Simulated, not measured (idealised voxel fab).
The process module that follows is named voxel gate over fins.
The figure presents cross-section cut, which has a width of 260 nm and is divided into square cells with an edge length of 5 nm.
When this document writes out a cross-section, it uses a grid of square cells and lists it as bands, beginning at the top and moving down, with a band standing for one or more rows of cells.
Each band's line starts with the height of the band's top and of its bottom, in nm. Then come its materials from left to right, each with its width in nm. One material with "edge to edge" fills the band from edge to edge. "air" is empty space.
Heights are expressed relative to 0, this being the level below which the as-received wafer comprises one material exclusively. The lowest band is unbounded in the downward direction and is denoted as in "from 0 down".
So if you see something like "30 to 40" for the width, read it as the top row of the band sitting at the first number and the bottom row at the second, with every row in between moving by the same amount as the last.
Take "remained the same" at face value: in the step it is given for, the cross-section changed in none of its cells.
Entry "Cavities, sealed". Content: empty spaces with no open connection to the top, size 8 cells or greater. Each: width x height at distance. Distance: from left edge. Unit: nm.
Text after the settings on a step's line: the simulator's own remark on that step.
On any step carrying a mask, the "overlay nm" setting, if present on the step's line, tells how far right of its planned place the mask lay; negative values point to the left.
Process steps - plan:
step 1: RECEIVE [material Si]
step 2: CONFORMAL_DEP [material SiN] [thk nm 5]
step 3: MASKED_ETCH [tone cover] [mask id FINS] [width nm 15] [pitch nm 60] [etch materials SiN] [depth nm 5] [overlay nm 0]
step 4: MASKED_ETCH [tone cover] [mask id FINS] [width nm 15] [pitch nm 60] [etch materials Si] [depth nm 35] [overlay nm 0]
step 5: OXIDIZE [depth nm 5]
step 6: FILL_DEP [material SiO2] [thk nm 5]
step 7: CMP [height nm 5]
step 8: MASKED_ETCH [tone open] [mask id RAIL] [width nm 15] [etch materials SiO2] [depth nm 35] [overlay nm 0]
step 9: CONFORMAL_DEP [material TiN] [thk nm 5]
step 10: FILL_DEP [material Ru] [thk nm 10]
step 11: CMP [height nm 5]
step 12: SELECTIVE_ETCH [etch materials W Ru TiN] [depth nm 20]
step 13: FILL_DEP [material SiO2] [thk nm 5]
step 14: CMP [height nm 5]
step 15: SELECTIVE_ETCH [etch materials SiO2] [depth nm 15]
step 16: STRIP [etch materials SiN]
step 17: CONFORMAL_DEP [material HfO2] [thk nm 5]
step 18: CONFORMAL_DEP [material TiN] [thk nm 5]
step 19: FILL_DEP [material W] [thk nm 15]
step 20: CMP [height nm 20]
step 21: CONFORMAL_DEP [material SiN] [thk nm 10]
First wafer, two in total, run as planned:
As received (post step 1): cross-section:
from 0 down = Si edge to edge
Cavities, sealed: none
Step 2 complete: cross-section through the wafer:
from 5 to 0 = SiN edge to edge
Whatever lies below 0 is exactly as it was before.
Step 3 complete: cross-section through the wafer:
from 5 to 0 = 60 nm air; 15 nm SiN; 45 nm air; 15 nm SiN; 45 nm air; 15 nm SiN; 65 nm air
Whatever lies below 0 is exactly as it was before.
Step 4 complete: cross-section through the wafer:
from 5 to 0 = 60 nm air; 15 nm SiN; 45 nm air; 15 nm SiN; 45 nm air; 15 nm SiN; 65 nm air
from 0 to -35 = 60 nm air; 15 nm Si; 45 nm air; 15 nm Si; 45 nm air; 15 nm Si; 65 nm air
Whatever lies below -35 is exactly as it was before.
Step 5 complete: cross-section through the wafer:
from 5 to 0 = 60 nm air; 15 nm SiN; 45 nm air; 15 nm SiN; 45 nm air; 15 nm SiN; 65 nm air
from 0 to -35 = 60 nm air; 5 nm SiO2; 5 nm Si; 5 nm SiO2; 45 nm air; 5 nm SiO2; 5 nm Si; 5 nm SiO2; 45 nm air; 5 nm SiO2; 5 nm Si; 5 nm SiO2; 65 nm air
from -35 to -40 = 65 nm SiO2; 5 nm Si; 55 nm SiO2; 5 nm Si; 55 nm SiO2; 5 nm Si; 70 nm SiO2
Whatever lies below -40 is exactly as it was before.
Step 6 complete: cross-section through the wafer:
from 10 to 5 = SiO2 edge to edge
from 5 to 0 = 60 nm SiO2; 15 nm SiN; 45 nm SiO2; 15 nm SiN; 45 nm SiO2; 15 nm SiN; 65 nm SiO2
from 0 to -40 = 65 nm SiO2; 5 nm Si; 55 nm SiO2; 5 nm Si; 55 nm SiO2; 5 nm Si; 70 nm SiO2
Whatever lies below -40 is exactly as it was before.
Step 7 complete: cross-section through the wafer:
from 5 to 0 = 60 nm SiO2; 15 nm SiN; 45 nm SiO2; 15 nm SiN; 45 nm SiO2; 15 nm SiN; 65 nm SiO2
Whatever lies below 0 is exactly as it was before.
Step 8 complete: cross-section through the wafer:
from 5 to 0 = 60 nm SiO2; 15 nm SiN; 15 nm SiO2; 15 nm air; 15 nm SiO2; 15 nm SiN; 45 nm SiO2; 15 nm SiN; 65 nm SiO2
from 0 to -30 = 65 nm SiO2; 5 nm Si; 20 nm SiO2; 15 nm air; 20 nm SiO2; 5 nm Si; 55 nm SiO2; 5 nm Si; 70 nm SiO2
Whatever lies below -30 is exactly as it was before.
Step 9 complete: cross-section through the wafer:
from 10 to 5 = 95 nm TiN; 5 nm air; 160 nm TiN
from 5 to 0 = 60 nm SiO2; 15 nm SiN; 15 nm SiO2; 5 nm TiN; 5 nm air; 5 nm TiN; 15 nm SiO2; 15 nm SiN; 45 nm SiO2; 15 nm SiN; 65 nm SiO2
from 0 to -25 = 65 nm SiO2; 5 nm Si; 20 nm SiO2; 5 nm TiN; 5 nm air; 5 nm TiN; 20 nm SiO2; 5 nm Si; 55 nm SiO2; 5 nm Si; 70 nm SiO2
from -25 to -30 = 65 nm SiO2; 5 nm Si; 20 nm SiO2; 15 nm TiN; 20 nm SiO2; 5 nm Si; 55 nm SiO2; 5 nm Si; 70 nm SiO2
Whatever lies below -30 is exactly as it was before.
Step 10 complete: cross-section through the wafer:
from 20 to 10 = Ru edge to edge
from 10 to 5 = 95 nm TiN; 5 nm Ru; 160 nm TiN
from 5 to 0 = 60 nm SiO2; 15 nm SiN; 15 nm SiO2; 5 nm TiN; 5 nm Ru; 5 nm TiN; 15 nm SiO2; 15 nm SiN; 45 nm SiO2; 15 nm SiN; 65 nm SiO2
from 0 to -25 = 65 nm SiO2; 5 nm Si; 20 nm SiO2; 5 nm TiN; 5 nm Ru; 5 nm TiN; 20 nm SiO2; 5 nm Si; 55 nm SiO2; 5 nm Si; 70 nm SiO2
Whatever lies below -25 is exactly as it was before.
Step 11 complete: cross-section through the wafer:
from 5 to 0 = 60 nm SiO2; 15 nm SiN; 15 nm SiO2; 5 nm TiN; 5 nm Ru; 5 nm TiN; 15 nm SiO2; 15 nm SiN; 45 nm SiO2; 15 nm SiN; 65 nm SiO2
Whatever lies below 0 is exactly as it was before.
Step 12 complete: cross-section through the wafer:
from 5 to 0 = 60 nm SiO2; 15 nm SiN; 15 nm SiO2; 15 nm air; 15 nm SiO2; 15 nm SiN; 45 nm SiO2; 15 nm SiN; 65 nm SiO2
from 0 to -15 = 65 nm SiO2; 5 nm Si; 20 nm SiO2; 15 nm air; 20 nm SiO2; 5 nm Si; 55 nm SiO2; 5 nm Si; 70 nm SiO2
Whatever lies below -15 is exactly as it was before.
Step 13 complete: cross-section through the wafer:
from 10 to 5 = SiO2 edge to edge
from 5 to 0 = 60 nm SiO2; 15 nm SiN; 45 nm SiO2; 15 nm SiN; 45 nm SiO2; 15 nm SiN; 65 nm SiO2
from 0 to -15 = 65 nm SiO2; 5 nm Si; 55 nm SiO2; 5 nm Si; 55 nm SiO2; 5 nm Si; 70 nm SiO2
Whatever lies below -15 is exactly as it was before.
Step 14 complete: cross-section through the wafer:
from 5 to 0 = 60 nm SiO2; 15 nm SiN; 45 nm SiO2; 15 nm SiN; 45 nm SiO2; 15 nm SiN; 65 nm SiO2
Whatever lies below 0 is exactly as it was before.
Step 15 complete: cross-section through the wafer:
from 5 to 0 = 60 nm air; 15 nm SiN; 45 nm air; 15 nm SiN; 45 nm air; 15 nm SiN; 65 nm air
from 0 to -10 = 65 nm air; 5 nm Si; 55 nm air; 5 nm Si; 55 nm air; 5 nm Si; 70 nm air
Whatever lies below -10 is exactly as it was before.
Step 16 complete: cross-section through the wafer:
from 0 to -10 = 65 nm air; 5 nm Si; 55 nm air; 5 nm Si; 55 nm air; 5 nm Si; 70 nm air
Whatever lies below -10 is exactly as it was before.
Step 17 complete: cross-section through the wafer:
from 5 to 0 = 60 nm air; 15 nm HfO2; 45 nm air; 15 nm HfO2; 45 nm air; 15 nm HfO2; 65 nm air
from 0 to -5 = 60 nm air; 5 nm HfO2; 5 nm Si; 5 nm HfO2; 45 nm air; 5 nm HfO2; 5 nm Si; 5 nm HfO2; 45 nm air; 5 nm HfO2; 5 nm Si; 5 nm HfO2; 65 nm air
from -5 to -10 = 65 nm HfO2; 5 nm Si; 55 nm HfO2; 5 nm Si; 55 nm HfO2; 5 nm Si; 70 nm HfO2
Whatever lies below -10 is exactly as it was before.
Step 18 complete: cross-section through the wafer:
from 10 to 5 = 55 nm air; 25 nm TiN; 35 nm air; 25 nm TiN; 35 nm air; 25 nm TiN; 60 nm air
from 5 to 0 = 55 nm air; 5 nm TiN; 15 nm HfO2; 5 nm TiN; 35 nm air; 5 nm TiN; 15 nm HfO2; 5 nm TiN; 35 nm air; 5 nm TiN; 15 nm HfO2; 5 nm TiN; 60 nm air
from 0 to -5 = 60 nm TiN; 5 nm HfO2; 5 nm Si; 5 nm HfO2; 45 nm TiN; 5 nm HfO2; 5 nm Si; 5 nm HfO2; 45 nm TiN; 5 nm HfO2; 5 nm Si; 5 nm HfO2; 65 nm TiN
Whatever lies below -5 is exactly as it was before.
Step 19 complete: cross-section through the wafer:
from 25 to 10 = W edge to edge
from 10 to 5 = 55 nm W; 25 nm TiN; 35 nm W; 25 nm TiN; 35 nm W; 25 nm TiN; 60 nm W
from 5 to 0 = 55 nm W; 5 nm TiN; 15 nm HfO2; 5 nm TiN; 35 nm W; 5 nm TiN; 15 nm HfO2; 5 nm TiN; 35 nm W; 5 nm TiN; 15 nm HfO2; 5 nm TiN; 60 nm W
Whatever lies below 0 is exactly as it was before.
Step 20 complete: cross-section through the wafer:
from 20 to 10 = W edge to edge
Whatever lies below 10 is exactly as it was before.
Step 21 complete: cross-section through the wafer:
from 30 to 20 = SiN edge to edge
Whatever lies below 20 is exactly as it was before.
Wafer two. Identical start, identical plan. One mistake in execution. Identical history through step 14:
Look at the second wafer in cross-section at the time step 15 ought to have finished:
from 5 to 0 = 60 nm SiO2; 15 nm air; 45 nm SiO2; 15 nm air; 45 nm SiO2; 15 nm air; 65 nm SiO2
Whatever lies below 0 is exactly as it was before.
Look at the second wafer in cross-section at the time step 16 ought to have finished:
from 0 to -10 = 65 nm air; 5 nm Si; 55 nm air; 5 nm Si; 55 nm air; 5 nm Si; 70 nm air
from -10 to -15 = 45 nm SiO2; 20 nm air; 5 nm Si; 20 nm air; 15 nm SiO2; 20 nm air; 5 nm Si; 20 nm air; 15 nm SiO2; 20 nm air; 5 nm Si; 20 nm air; 50 nm SiO2
Whatever lies below -15 is exactly as it was before.
Look at the second wafer in cross-section at the time step 17 ought to have finished:
from 5 to 0 = 60 nm air; 15 nm HfO2; 45 nm air; 15 nm HfO2; 45 nm air; 15 nm HfO2; 65 nm air
from 0 to -5 = 60 nm air; 5 nm HfO2; 5 nm Si; 5 nm HfO2; 45 nm air; 5 nm HfO2; 5 nm Si; 5 nm HfO2; 45 nm air; 5 nm HfO2; 5 nm Si; 5 nm HfO2; 65 nm air
from -5 to -10 = 50 nm HfO2; 10 nm air; 5 nm HfO2; 5 nm Si; 5 nm HfO2; 10 nm air; 25 nm HfO2; 10 nm air; 5 nm HfO2; 5 nm Si; 5 nm HfO2; 10 nm air; 25 nm HfO2; 10 nm air; 5 nm HfO2; 5 nm Si; 5 nm HfO2; 10 nm air; 55 nm HfO2
from -10 to -15 = 45 nm SiO2; 20 nm HfO2; 5 nm Si; 20 nm HfO2; 15 nm SiO2; 20 nm HfO2; 5 nm Si; 20 nm HfO2; 15 nm SiO2; 20 nm HfO2; 5 nm Si; 20 nm HfO2; 50 nm SiO2
Whatever lies below -15 is exactly as it was before.
Look at the second wafer in cross-section at the time step 18 ought to have finished:
from 10 to 5 = 55 nm air; 25 nm TiN; 35 nm air; 25 nm TiN; 35 nm air; 25 nm TiN; 60 nm air
from 5 to 0 = 55 nm air; 5 nm TiN; 15 nm HfO2; 5 nm TiN; 35 nm air; 5 nm TiN; 15 nm HfO2; 5 nm TiN; 35 nm air; 5 nm TiN; 15 nm HfO2; 5 nm TiN; 60 nm air
from 0 to -5 = 60 nm TiN; 5 nm HfO2; 5 nm Si; 5 nm HfO2; 45 nm TiN; 5 nm HfO2; 5 nm Si; 5 nm HfO2; 45 nm TiN; 5 nm HfO2; 5 nm Si; 5 nm HfO2; 65 nm TiN
from -5 to -10 = 50 nm HfO2; 10 nm TiN; 5 nm HfO2; 5 nm Si; 5 nm HfO2; 10 nm TiN; 25 nm HfO2; 10 nm TiN; 5 nm HfO2; 5 nm Si; 5 nm HfO2; 10 nm TiN; 25 nm HfO2; 10 nm TiN; 5 nm HfO2; 5 nm Si; 5 nm HfO2; 10 nm TiN; 55 nm HfO2
Whatever lies below -10 is exactly as it was before.
Look at the second wafer in cross-section at the time step 19 ought to have finished:
from 25 to 10 = W edge to edge
from 10 to 5 = 55 nm W; 25 nm TiN; 35 nm W; 25 nm TiN; 35 nm W; 25 nm TiN; 60 nm W
from 5 to 0 = 55 nm W; 5 nm TiN; 15 nm HfO2; 5 nm TiN; 35 nm W; 5 nm TiN; 15 nm HfO2; 5 nm TiN; 35 nm W; 5 nm TiN; 15 nm HfO2; 5 nm TiN; 60 nm W
Whatever lies below 0 is exactly as it was before.
Look at the second wafer in cross-section at the time step 20 ought to have finished:
from 20 to 10 = W edge to edge
Whatever lies below 10 is exactly as it was before.
Look at the second wafer in cross-section at the time step 21 ought to have finished:
from 30 to 20 = SiN edge to edge
Whatever lies below 20 is exactly as it was before.
What was done differently from what was planned? plan vs actual: 15 and 16 interchanged
Cell-count delta at end, second wafer over first, by material: HfO2 +12, SiO2 -24, TiN +12
